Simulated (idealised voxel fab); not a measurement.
Module name: voxel released beams (process module)
Displayed cross-section: cut, width of 185 nm, square cells sized 5 nm.
Heads up, the way a cross-section reads in here is a grid of square cells, handed over as bands from the top down, with every band being one or more rows of cells.
A band entry consists of two parts. The first gives the height of the band's top and the height of its bottom, in nm. The rest lists the band's materials from left to right, each with its width in nm. A single material labelled with the word "throughout" fills the band from edge to edge, and the word "empty" marks empty space.
Height datum 0, below which the as-received substrate wafer is one material. Lowest band open at the bottom, running downward: "0 and below".
When a width is written as two numbers, as in "30 to 40", the first number is the width in the top row of cells of the band and the second is the width in its bottom row, and the width changes by the same amount from each row to the next.
Step marked "no change occurred"? Then no cell in the cross-section changed in it.
"Closed cavities": sealed empty spaces, 8 cells or more, no open way to top, listed width x height at distance, with distance from the left edge and width, height and distance in nm.
It should be noted that, on the line of a given step, the content following the step's settings is a remark produced by the simulator itself with respect to that step.
overlay nm: on a step with a mask, how far right of its planned place the mask lay; negative means left.
**The steps planned for the process are as follows**
1 RECEIVE [material Si]
2 CONFORMAL_DEP [material SiN] [thk nm 5]
3 DIRECTIONAL_DEP [material SiO2] [thk nm 10]
4 MASKED_ETCH [tone open] [mask id ANCHOR] [width nm 45] [etch materials SiO2] [depth nm 10] [overlay nm 0]
5 CONFORMAL_DEP [material TiN] [thk nm 15]
6 DIRECTIONAL_DEP [material aC] [thk nm 15]
7 PATTERN [tone cover] [mask id BEAM] [material resist] [width nm 120] [thk nm 30] [overlay nm 0]
8 DIRECTIONAL_ETCH [etch materials aC] [depth nm 15]
9 STRIP [etch materials resist]
10 DIRECTIONAL_ETCH [etch materials TiN] [depth nm 15]
11 STRIP [etch materials aC]
12 STRIP [etch materials SiO2]
**Wafer at receipt (post step 1), cross-section**
	0 and below | Si throughout
	Closed cavities: none
**a wafer at the end: this start, this plan, one mistake**
	30 down to 25 | empty: 30 / TiN: 20 / empty: 15 / TiN: 85 / empty: 35
	25 down to 20 | TiN: 50 / empty: 15 / TiN: 120
	20 down to 15 | TiN throughout
	15 down to 5 | SiO2: 35 / TiN: 45 / SiO2: 105
	5 down to 0 | SiN throughout
	0 and below | Si throughout
	Closed cavities: none
Short version of what went wrong: rather than as planned, step 10 actually ran as DIRECTIONAL_ETCH [etch materials TiN] [depth nm 5]
